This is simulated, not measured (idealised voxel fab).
Process module heading - voxel quadruple lines
For reference, the cross-section in this document is cut, with width 245 nm and square cells of 5 nm.
In this document a cross-section is written as a grid of square cells. It is given as a series of bands, listed from the top down, and a band is one or more rows of cells. Within each band entry, the heights of the top and of the bottom of the band appear first, in that order and in nm; the materials of the band then follow from left to right, each with its corresponding width in nm. The designation "full width" on a single material indicates that it fills the band from edge to edge; the designation "empty" indicates empty space. Heights from 0 (as-received wafer is one material below). Bottom band endless downward, as "0 -> down". The width entry "30 to 40" should be interpreted row by row: the top row of cells in the band takes the first number, the bottom row takes the second number, and the change between adjacent rows is uniform throughout. Step note "remained the same" = no cross-section cell changed. Enclosed voids (no open way to top), threshold 8 cells or more, entry "Enclosed void entries", notation width x height at distance, distance from left edge, nm. Anything after a step's settings on that line? It's the simulator's own note about the step. overlay nm: mask offset rightward from planned place, masked step; negative means leftward offset.
PROCESS STEPS - PLAN
1. RECEIVE: material Si
2. CONFORMAL_DEP: material Al2O3, thk nm 5
3. DIRECTIONAL_DEP: material TiN, thk nm 10
4. DIRECTIONAL_DEP: material polySi, thk nm 20
5. DIRECTIONAL_DEP: material aC, thk nm 20
6. PATTERN: tone cover, mask id MANDREL, material resist, width nm 20, pitch nm 60, thk nm 25, overlay nm 0
7. DIRECTIONAL_ETCH: etch materials aC, depth nm 20
8. STRIP: etch materials resist
9. CONFORMAL_DEP: material SiO2, thk nm 10
10. DIRECTIONAL_ETCH: etch materials SiO2, depth nm 10
11. STRIP: etch materials aC
12. DIRECTIONAL_ETCH: etch materials polySi, depth nm 20
13. STRIP: etch materials SiO2
14. CONFORMAL_DEP: material SiCN, thk nm 5
15. DIRECTIONAL_ETCH: etch materials SiCN, depth nm 5
16. STRIP: etch materials polySi
17. DIRECTIONAL_ETCH: etch materials TiN, depth nm 10
18. STRIP: etch materials SiCN
19. FILL_DEP: material SiO2, thk nm 5
20. CMP: height nm 15
THE FIRST OF TWO WAFERS, RUN AS PLANNED
SHOWN IN CROSS-SECTION IS THE WAFER AS RECEIVED, THAT IS, AS IT STANDS AFTER STEP 1
    0 -> down: Si full width
    Enclosed void entries: none
STATE OF THE WAFER AFTER STEP 2, SHOWN IN CROSS-SECTION
    5 -> 0: Al2O3 full width
    At heights below 0, the structure remains unaltered.
STATE OF THE WAFER AFTER STEP 3, SHOWN IN CROSS-SECTION
    15 -> 5: TiN full width
    At heights below 5, the structure remains unaltered.
STATE OF THE WAFER AFTER STEP 4, SHOWN IN CROSS-SECTION
    35 -> 15: polySi full width
    At heights below 15, the structure remains unaltered.
STATE OF THE WAFER AFTER STEP 5, SHOWN IN CROSS-SECTION
    55 -> 35: aC full width
    At heights below 35, the structure remains unaltered.
STATE OF THE WAFER AFTER STEP 6, SHOWN IN CROSS-SECTION
    80 -> 55: empty 80 nm; resist 20 nm; empty 40 nm; resist 20 nm; empty 85 nm
    At heights below 55, the structure remains unaltered.
STATE OF THE WAFER AFTER STEP 7, SHOWN IN CROSS-SECTION
    60 -> 55: empty 80 nm; resist 20 nm; empty 40 nm; resist 20 nm; empty 85 nm
    55 -> 35: empty 80 nm; aC 20 nm; empty 40 nm; aC 20 nm; empty 85 nm
    At heights below 35, the structure remains unaltered.
STATE OF THE WAFER AFTER STEP 8, SHOWN IN CROSS-SECTION
    55 -> 35: empty 80 nm; aC 20 nm; empty 40 nm; aC 20 nm; empty 85 nm
    At heights below 35, the structure remains unaltered.
STATE OF THE WAFER AFTER STEP 9, SHOWN IN CROSS-SECTION
    65 -> 55: empty 70 nm; SiO2 40 nm; empty 20 nm; SiO2 40 nm; empty 75 nm
    55 -> 45: empty 70 nm; SiO2 10 nm; aC 20 nm; SiO2 10 nm; empty 20 nm; SiO2 10 nm; aC 20 nm; SiO2 10 nm; empty 75 nm
    45 -> 35: SiO2 80 nm; aC 20 nm; SiO2 40 nm; aC 20 nm; SiO2 85 nm
    At heights below 35, the structure remains unaltered.
STATE OF THE WAFER AFTER STEP 10, SHOWN IN CROSS-SECTION
    55 -> 35: empty 70 nm; SiO2 10 nm; aC 20 nm; SiO2 10 nm; empty 20 nm; SiO2 10 nm; aC 20 nm; SiO2 10 nm; empty 75 nm
    At heights below 35, the structure remains unaltered.
STATE OF THE WAFER AFTER STEP 11, SHOWN IN CROSS-SECTION
    55 -> 35: empty 70 nm; SiO2 10 nm; empty 20 nm; SiO2 10 nm; empty 20 nm; SiO2 10 nm; empty 20 nm; SiO2 10 nm; empty 75 nm
    At heights below 35, the structure remains unaltered.
STATE OF THE WAFER AFTER STEP 12, SHOWN IN CROSS-SECTION
    55 -> 35: empty 70 nm; SiO2 10 nm; empty 20 nm; SiO2 10 nm; empty 20 nm; SiO2 10 nm; empty 20 nm; SiO2 10 nm; empty 75 nm
    35 -> 15: empty 70 nm; polySi 10 nm; empty 20 nm; polySi 10 nm; empty 20 nm; polySi 10 nm; empty 20 nm; polySi 10 nm; empty 75 nm
    At heights below 15, the structure remains unaltered.
STATE OF THE WAFER AFTER STEP 13, SHOWN IN CROSS-SECTION
    35 -> 15: empty 70 nm; polySi 10 nm; empty 20 nm; polySi 10 nm; empty 20 nm; polySi 10 nm; empty 20 nm; polySi 10 nm; empty 75 nm
    At heights below 15, the structure remains unaltered.
STATE OF THE WAFER AFTER STEP 14, SHOWN IN CROSS-SECTION
    40 -> 35: empty 65 nm; SiCN 20 nm; empty 10 nm; SiCN 20 nm; empty 10 nm; SiCN 20 nm; empty 10 nm; SiCN 20 nm; empty 70 nm
    35 -> 20: empty 65 nm; SiCN 5 nm; polySi 10 nm; SiCN 5 nm; empty 10 nm; SiCN 5 nm; polySi 10 nm; SiCN 5 nm; empty 10 nm; SiCN 5 nm; polySi 10 nm; SiCN 5 nm; empty 10 nm; SiCN 5 nm; polySi 10 nm; SiCN 5 nm; empty 70 nm
    20 -> 15: SiCN 70 nm; polySi 10 nm; SiCN 20 nm; polySi 10 nm; SiCN 20 nm; polySi 10 nm; SiCN 20 nm; polySi 10 nm; SiCN 75 nm
    At heights below 15, the structure remains unaltered.
STATE OF THE WAFER AFTER STEP 15, SHOWN IN CROSS-SECTION
    35 -> 15: empty 65 nm; SiCN 5 nm; polySi 10 nm; SiCN 5 nm; empty 10 nm; SiCN 5 nm; polySi 10 nm; SiCN 5 nm; empty 10 nm; SiCN 5 nm; polySi 10 nm; SiCN 5 nm; empty 10 nm; SiCN 5 nm; polySi 10 nm; SiCN 5 nm; empty 70 nm
    At heights below 15, the structure remains unaltered.
STATE OF THE WAFER AFTER STEP 16, SHOWN IN CROSS-SECTION
    35 -> 15: empty 65 nm; SiCN 5 nm; empty 10 nm; SiCN 5 nm; empty 10 nm; SiCN 5 nm; empty 10 nm; SiCN 5 nm; empty 10 nm; SiCN 5 nm; empty 10 nm; SiCN 5 nm; empty 10 nm; SiCN 5 nm; empty 10 nm; SiCN 5 nm; empty 70 nm
    At heights below 15, the structure remains unaltered.
STATE OF THE WAFER AFTER STEP 17, SHOWN IN CROSS-SECTION
    35 -> 15: empty 65 nm; SiCN 5 nm; empty 10 nm; SiCN 5 nm; empty 10 nm; SiCN 5 nm; empty 10 nm; SiCN 5 nm; empty 10 nm; SiCN 5 nm; empty 10 nm; SiCN 5 nm; empty 10 nm; SiCN 5 nm; empty 10 nm; SiCN 5 nm; empty 70 nm
    15 -> 5: empty 65 nm; TiN 5 nm; empty 10 nm; TiN 5 nm; empty 10 nm; TiN 5 nm; empty 10 nm; TiN 5 nm; empty 10 nm; TiN 5 nm; empty 10 nm; TiN 5 nm; empty 10 nm; TiN 5 nm; empty 10 nm; TiN 5 nm; empty 70 nm
    At heights below 5, the structure remains unaltered.
STATE OF THE WAFER AFTER STEP 18, SHOWN IN CROSS-SECTION
    15 -> 5: empty 65 nm; TiN 5 nm; empty 10 nm; TiN 5 nm; empty 10 nm; TiN 5 nm; empty 10 nm; TiN 5 nm; empty 10 nm; TiN 5 nm; empty 10 nm; TiN 5 nm; empty 10 nm; TiN 5 nm; empty 10 nm; TiN 5 nm; empty 70 nm
    At heights below 5, the structure remains unaltered.
STATE OF THE WAFER AFTER STEP 19, SHOWN IN CROSS-SECTION
    20 -> 15: SiO2 full width
    15 -> 5: SiO2 65 nm; TiN 5 nm; SiO2 10 nm; TiN 5 nm; SiO2 10 nm; TiN 5 nm; SiO2 10 nm; TiN 5 nm; SiO2 10 nm; TiN 5 nm; SiO2 10 nm; TiN 5 nm; SiO2 10 nm; TiN 5 nm; SiO2 10 nm; TiN 5 nm; SiO2 70 nm
    At heights below 5, the structure remains unaltered.
STATE OF THE WAFER AFTER STEP 20, SHOWN IN CROSS-SECTION
    15 -> 5: SiO2 65 nm; TiN 5 nm; SiO2 10 nm; TiN 5 nm; SiO2 10 nm; TiN 5 nm; SiO2 10 nm; TiN 5 nm; SiO2 10 nm; TiN 5 nm; SiO2 10 nm; TiN 5 nm; SiO2 10 nm; TiN 5 nm; SiO2 10 nm; TiN 5 nm; SiO2 70 nm
    At heights below 5, the structure remains unaltered.
OKAY, SECOND WAFER. NOTHING DIFFERENT AT THE START, NOTHING DIFFERENT IN THE PLAN, JUST ONE MISTAKE SOMEWHERE IN THE RUNNING. AS FAR AS STEP 5, COUNTING THAT STEP, IT'S THE FIRST WAFER ALL OVER AGAIN
CROSS-SECTION OF THE SECOND WAFER AT THE TIME STEP 6 OF THE PLAN SHOULD HAVE ENDED
    80 -> 55: empty 75 nm; resist 20 nm; empty 40 nm; resist 20 nm; empty 90 nm
    At heights below 55, the structure remains unaltered.
CROSS-SECTION OF THE SECOND WAFER AT THE TIME STEP 7 OF THE PLAN SHOULD HAVE ENDED
    60 -> 55: empty 75 nm; resist 20 nm; empty 40 nm; resist 20 nm; empty 90 nm
    55 -> 35: empty 75 nm; aC 20 nm; empty 40 nm; aC 20 nm; empty 90 nm
    At heights below 35, the structure remains unaltered.
CROSS-SECTION OF THE SECOND WAFER AT THE TIME STEP 8 OF THE PLAN SHOULD HAVE ENDED
    55 -> 35: empty 75 nm; aC 20 nm; empty 40 nm; aC 20 nm; empty 90 nm
    At heights below 35, the structure remains unaltered.
CROSS-SECTION OF THE SECOND WAFER AT THE TIME STEP 9 OF THE PLAN SHOULD HAVE ENDED
    65 -> 55: empty 65 nm; SiO2 40 nm; empty 20 nm; SiO2 40 nm; empty 80 nm
    55 -> 45: empty 65 nm; SiO2 10 nm; aC 20 nm; SiO2 10 nm; empty 20 nm; SiO2 10 nm; aC 20 nm; SiO2 10 nm; empty 80 nm
    45 -> 35: SiO2 75 nm; aC 20 nm; SiO2 40 nm; aC 20 nm; SiO2 90 nm
    At heights below 35, the structure remains unaltered.
CROSS-SECTION OF THE SECOND WAFER AT THE TIME STEP 10 OF THE PLAN SHOULD HAVE ENDED
    55 -> 35: empty 65 nm; SiO2 10 nm; aC 20 nm; SiO2 10 nm; empty 20 nm; SiO2 10 nm; aC 20 nm; SiO2 10 nm; empty 80 nm
    At heights below 35, the structure remains unaltered.
CROSS-SECTION OF THE SECOND WAFER AT THE TIME STEP 11 OF THE PLAN SHOULD HAVE ENDED
    55 -> 35: empty 65 nm; SiO2 10 nm; empty 20 nm; SiO2 10 nm; empty 20 nm; SiO2 10 nm; empty 20 nm; SiO2 10 nm; empty 80 nm
    At heights below 35, the structure remains unaltered.
CROSS-SECTION OF THE SECOND WAFER AT THE TIME STEP 12 OF THE PLAN SHOULD HAVE ENDED
    55 -> 35: empty 65 nm; SiO2 10 nm; empty 20 nm; SiO2 10 nm; empty 20 nm; SiO2 10 nm; empty 20 nm; SiO2 10 nm; empty 80 nm
    35 -> 15: empty 65 nm; polySi 10 nm; empty 20 nm; polySi 10 nm; empty 20 nm; polySi 10 nm; empty 20 nm; polySi 10 nm; empty 80 nm
    At heights below 15, the structure remains unaltered.
CROSS-SECTION OF THE SECOND WAFER AT THE TIME STEP 13 OF THE PLAN SHOULD HAVE ENDED
    35 -> 15: empty 65 nm; polySi 10 nm; empty 20 nm; polySi 10 nm; empty 20 nm; polySi 10 nm; empty 20 nm; polySi 10 nm; empty 80 nm
    At heights below 15, the structure remains unaltered.
CROSS-SECTION OF THE SECOND WAFER AT THE TIME STEP 14 OF THE PLAN SHOULD HAVE ENDED
    40 -> 35: empty 60 nm; SiCN 20 nm; empty 10 nm; SiCN 20 nm; empty 10 nm; SiCN 20 nm; empty 10 nm; SiCN 20 nm; empty 75 nm
    35 -> 20: empty 60 nm; SiCN 5 nm; polySi 10 nm; SiCN 5 nm; empty 10 nm; SiCN 5 nm; polySi 10 nm; SiCN 5 nm; empty 10 nm; SiCN 5 nm; polySi 10 nm; SiCN 5 nm; empty 10 nm; SiCN 5 nm; polySi 10 nm; SiCN 5 nm; empty 75 nm
    20 -> 15: SiCN 65 nm; polySi 10 nm; SiCN 20 nm; polySi 10 nm; SiCN 20 nm; polySi 10 nm; SiCN 20 nm; polySi 10 nm; SiCN 80 nm
    At heights below 15, the structure remains unaltered.
CROSS-SECTION OF THE SECOND WAFER AT THE TIME STEP 15 OF THE PLAN SHOULD HAVE ENDED
    35 -> 15: empty 60 nm; SiCN 5 nm; polySi 10 nm; SiCN 5 nm; empty 10 nm; SiCN 5 nm; polySi 10 nm; SiCN 5 nm; empty 10 nm; SiCN 5 nm; polySi 10 nm; SiCN 5 nm; empty 10 nm; SiCN 5 nm; polySi 10 nm; SiCN 5 nm; empty 75 nm
    At heights below 15, the structure remains unaltered.
CROSS-SECTION OF THE SECOND WAFER AT THE TIME STEP 16 OF THE PLAN SHOULD HAVE ENDED
    35 -> 15: empty 60 nm; SiCN 5 nm; empty 10 nm; SiCN 5 nm; empty 10 nm; SiCN 5 nm; empty 10 nm; SiCN 5 nm; empty 10 nm; SiCN 5 nm; empty 10 nm; SiCN 5 nm; empty 10 nm; SiCN 5 nm; empty 10 nm; SiCN 5 nm; empty 75 nm
    At heights below 15, the structure remains unaltered.
CROSS-SECTION OF THE SECOND WAFER AT THE TIME STEP 17 OF THE PLAN SHOULD HAVE ENDED
    35 -> 15: empty 60 nm; SiCN 5 nm; empty 10 nm; SiCN 5 nm; empty 10 nm; SiCN 5 nm; empty 10 nm; SiCN 5 nm; empty 10 nm; SiCN 5 nm; empty 10 nm; SiCN 5 nm; empty 10 nm; SiCN 5 nm; empty 10 nm; SiCN 5 nm; empty 75 nm
    15 -> 5: empty 60 nm; TiN 5 nm; empty 10 nm; TiN 5 nm; empty 10 nm; TiN 5 nm; empty 10 nm; TiN 5 nm; empty 10 nm; TiN 5 nm; empty 10 nm; TiN 5 nm; empty 10 nm; TiN 5 nm; empty 10 nm; TiN 5 nm; empty 75 nm
    At heights below 5, the structure remains unaltered.
CROSS-SECTION OF THE SECOND WAFER AT THE TIME STEP 18 OF THE PLAN SHOULD HAVE ENDED
    15 -> 5: empty 60 nm; TiN 5 nm; empty 10 nm; TiN 5 nm; empty 10 nm; TiN 5 nm; empty 10 nm; TiN 5 nm; empty 10 nm; TiN 5 nm; empty 10 nm; TiN 5 nm; empty 10 nm; TiN 5 nm; empty 10 nm; TiN 5 nm; empty 75 nm
    At heights below 5, the structure remains unaltered.
CROSS-SECTION OF THE SECOND WAFER AT THE TIME STEP 19 OF THE PLAN SHOULD HAVE ENDED
    20 -> 15: SiO2 full width
    15 -> 5: SiO2 60 nm; TiN 5 nm; SiO2 10 nm; TiN 5 nm; SiO2 10 nm; TiN 5 nm; SiO2 10 nm; TiN 5 nm; SiO2 10 nm; TiN 5 nm; SiO2 10 nm; TiN 5 nm; SiO2 10 nm; TiN 5 nm; SiO2 10 nm; TiN 5 nm; SiO2 75 nm
    At heights below 5, the structure remains unaltered.
CROSS-SECTION OF THE SECOND WAFER AT THE TIME STEP 20 OF THE PLAN SHOULD HAVE ENDED
    15 -> 5: SiO2 60 nm; TiN 5 nm; SiO2 10 nm; TiN 5 nm; SiO2 10 nm; TiN 5 nm; SiO2 10 nm; TiN 5 nm; SiO2 10 nm; TiN 5 nm; SiO2 10 nm; TiN 5 nm; SiO2 10 nm; TiN 5 nm; SiO2 10 nm; TiN 5 nm; SiO2 75 nm
    At heights below 5, the structure remains unaltered.
The plan and the run diverged here: planned and actual differ for step 6; actual: PATTERN: tone cover, mask id MANDREL, material resist, width nm 20, pitch nm 60, thk nm 25, overlay nm -5
The two final wafers agree on how many cells each material fills and disagree on which cells those are.
